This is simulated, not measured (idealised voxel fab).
process module | voxel transistor to metal
cross-section cut | 195 nm wide | cells 5 nm
A cross-section is a grid of square cells, given in bands from the top down. A band is one or more rows of cells.
Each band's line starts with the height of the band's top and of its bottom, in nm. Then come its materials from left to right, each with its width in nm. One material with "throughout" fills the band from edge to edge. "air" is empty space.
Height 0 is the level under which the wafer as received is all one material. The lowest band goes on downwards, as in "0 down".
A width such as "30 to 40" changes by the same amount from each row of cells to the next, from the band's top row to its bottom row.
"no change" after a step means that no cell of the cross-section changed.
closed voids: empty space of 8 cells or more with no open way to the top, each as width x height at its distance from the left edge, in nm
after a step's settings: what the simulator itself notes on the step
overlay nm, on a step with a mask: how far to the right of its planned place the mask lay; to the left if negative
plan
1 op RECEIVE | material Si
2 op OXIDIZE | depth nm 5
3 op CONFORMAL_DEP | material SiN | thk nm 10
4 op MASKED_ETCH | tone cover | mask id ACTIVE | width nm 115 | etch materials SiN | depth nm 10 | overlay nm 0
5 op MASKED_ETCH | tone cover | mask id ACTIVE | width nm 115 | etch materials SiO2 | depth nm 5 | overlay nm 0
6 op MASKED_ETCH | tone cover | mask id ACTIVE | width nm 115 | etch materials Si | depth nm 30 | overlay nm 0
7 op FILL_DEP | material SiO2 | thk nm 15
8 op CMP | height nm 10
9 op SELECTIVE_ETCH | etch materials SiO2 | depth nm 10
10 op STRIP | etch materials SiN
11 op SELECTIVE_ETCH | etch materials SiO2 | depth nm 5
12 op OXIDIZE | depth nm 5
13 op DIRECTIONAL_DEP | material polySi | thk nm 25
14 op DIRECTIONAL_DEP | material SiCN | thk nm 15
15 op PATTERN | tone cover | mask id GATE | material resist | width nm 35 | thk nm 15 | overlay nm 0
16 op DIRECTIONAL_ETCH | etch materials SiCN | depth nm 25
17 op DIRECTIONAL_ETCH | etch materials polySi | depth nm 35
18 op STRIP | etch materials resist
19 op CONFORMAL_DEP | material SiN | thk nm 10
20 op DIRECTIONAL_ETCH | etch materials SiN | depth nm 10
21 op DIRECTIONAL_ETCH | etch materials SiO2 | depth nm 5
22 op EPI | material SiGe | thk nm 5
23 op FILL_DEP | material SiO2 | thk nm 5
24 op CMP | height nm 20
25 op STRIP | etch materials polySi
26 op SELECTIVE_ETCH | etch materials SiO2 | depth nm 5
27 op CONFORMAL_DEP | material HfO2 | thk nm 5
28 op CONFORMAL_DEP | material TiN | thk nm 5
29 op FILL_DEP | material W | thk nm 10
30 op CMP | height nm 15
31 op DIRECTIONAL_DEP | material SiO2 | thk nm 10
32 op MASKED_ETCH | tone open | mask id CONTACT | width nm 15 | pitch nm 80 | etch materials SiO2 | depth nm 30 | overlay nm 0
33 op CONFORMAL_DEP | material TiN | thk nm 5
34 op FILL_DEP | material W | thk nm 10
35 op CMP | height nm 25
36 op CONFORMAL_DEP | material SiCN | thk nm 5
37 op DIRECTIONAL_DEP | material SiO2 | thk nm 15
38 op MASKED_ETCH | tone open | mask id METAL_1 | width nm 15 | pitch nm 80 | etch materials SiO2 | depth nm 15 | overlay nm 0
39 op MASKED_ETCH | tone open | mask id METAL_1 | width nm 15 | pitch nm 80 | etch materials SiCN | depth nm 5 | overlay nm 0
40 op CONFORMAL_DEP | material TiN | thk nm 5
41 op FILL_DEP | material W | thk nm 10
42 op CMP | height nm 45
43 op CONFORMAL_DEP | material SiCN | thk nm 5
44 op DIRECTIONAL_DEP | material SiO2 | thk nm 35
45 op MASKED_ETCH | tone open | mask id METAL_2 | width nm 15 | pitch nm 80 | etch materials SiO2 | depth nm 20 | overlay nm 0
46 op DIRECTIONAL_DEP | material aC | thk nm 15
47 op PATTERN | tone open | mask id METAL_2_HOLES | material resist | width nm 15 | pitch nm 80 | thk nm 30 | overlay nm 0
48 op DIRECTIONAL_ETCH | etch materials aC | depth nm 15
49 op STRIP | etch materials resist
50 op DIRECTIONAL_ETCH | etch materials SiO2 | depth nm 15
51 op DIRECTIONAL_ETCH | etch materials SiCN | depth nm 5
52 op STRIP | etch materials aC
53 op CONFORMAL_DEP | material TiN | thk nm 5
54 op FILL_DEP | material Ru | thk nm 10
55 op CMP | height nm 85
56 op CONFORMAL_DEP | material SiN | thk nm 5
as received, after step 1
  0 down: Si throughout
  closed voids: none
first wafer at the end, as planned
  90 to 85: SiN throughout
  85 to 50: SiO2 50 | TiN 5 | Ru 5 | TiN 5 | SiO2 65 | TiN 5 | Ru 5 | TiN 5 | SiO2 50
  50 to 45: SiCN 50 | TiN 15 | SiCN 65 | TiN 15 | SiCN 50
  45 to 30: SiO2 50 | TiN 5 | W 5 | TiN 5 | SiO2 65 | TiN 5 | W 5 | TiN 5 | SiO2 50
  30 to 25: SiCN 50 | TiN 15 | SiCN 65 | TiN 15 | SiCN 50
  25 to 15: SiO2 50 | TiN 5 | W 5 | TiN 5 | SiO2 65 | TiN 5 | W 5 | TiN 5 | SiO2 50
  15 to 0: SiO2 50 | TiN 5 | W 5 | TiN 5 | SiO2 5 | SiN 10 | HfO2 5 | TiN 5 | W 15 | TiN 5 | HfO2 5 | SiN 10 | SiO2 5 | TiN 5 | W 5 | TiN 5 | SiO2 50
  0 to -5: SiO2 50 | TiN 15 | SiO2 5 | SiN 10 | HfO2 5 | TiN 25 | HfO2 5 | SiN 10 | SiO2 5 | TiN 15 | SiO2 50
  -5 to -10: SiO2 35 | SiGe 35 | SiO2 5 | HfO2 45 | SiO2 5 | SiGe 35 | SiO2 35
  -10 to -35: SiO2 40 | Si 115 | SiO2 40
  -35 down: Si throughout
  closed voids: none
second wafer at the end: like start, like plan, one mistake
  90 to 85: SiN throughout
  85 to 50: SiO2 50 | TiN 5 | Ru 5 | TiN 5 | SiO2 65 | TiN 5 | Ru 5 | TiN 5 | SiO2 50
  50 to 45: SiCN 50 | TiN 15 | SiCN 65 | TiN 15 | SiCN 50
  45 to 35: SiO2 50 | TiN 5 | W 5 | TiN 5 | SiO2 65 | TiN 5 | W 5 | TiN 5 | SiO2 50
  35 to 30: SiO2 50 | TiN 15 | SiO2 65 | TiN 15 | SiO2 50
  30 to 25: SiCN 55 | TiN 10 | SiCN 70 | TiN 10 | SiCN 50
  25 to 15: SiO2 50 | TiN 5 | W 5 | TiN 5 | SiO2 65 | TiN 5 | W 5 | TiN 5 | SiO2 50
  15 to 0: SiO2 50 | TiN 5 | W 5 | TiN 5 | SiO2 5 | SiN 10 | HfO2 5 | TiN 5 | W 15 | TiN 5 | HfO2 5 | SiN 10 | SiO2 5 | TiN 5 | W 5 | TiN 5 | SiO2 50
  0 to -5: SiO2 50 | TiN 15 | SiO2 5 | SiN 10 | HfO2 5 | TiN 25 | HfO2 5 | SiN 10 | SiO2 5 | TiN 15 | SiO2 50
  -5 to -10: SiO2 35 | SiGe 35 | SiO2 5 | HfO2 45 | SiO2 5 | SiGe 35 | SiO2 35
  -10 to -35: SiO2 40 | Si 115 | SiO2 40
  -35 down: Si throughout
  closed voids: none
what went wrong: step 39 ran as: op MASKED_ETCH | tone open | mask id METAL_1 | width nm 15 | pitch nm 80 | etch materials SiCN | depth nm 5 | overlay nm 5
at the end the second wafer has, in cells: 2 more of SiCN | 2 fewer of W
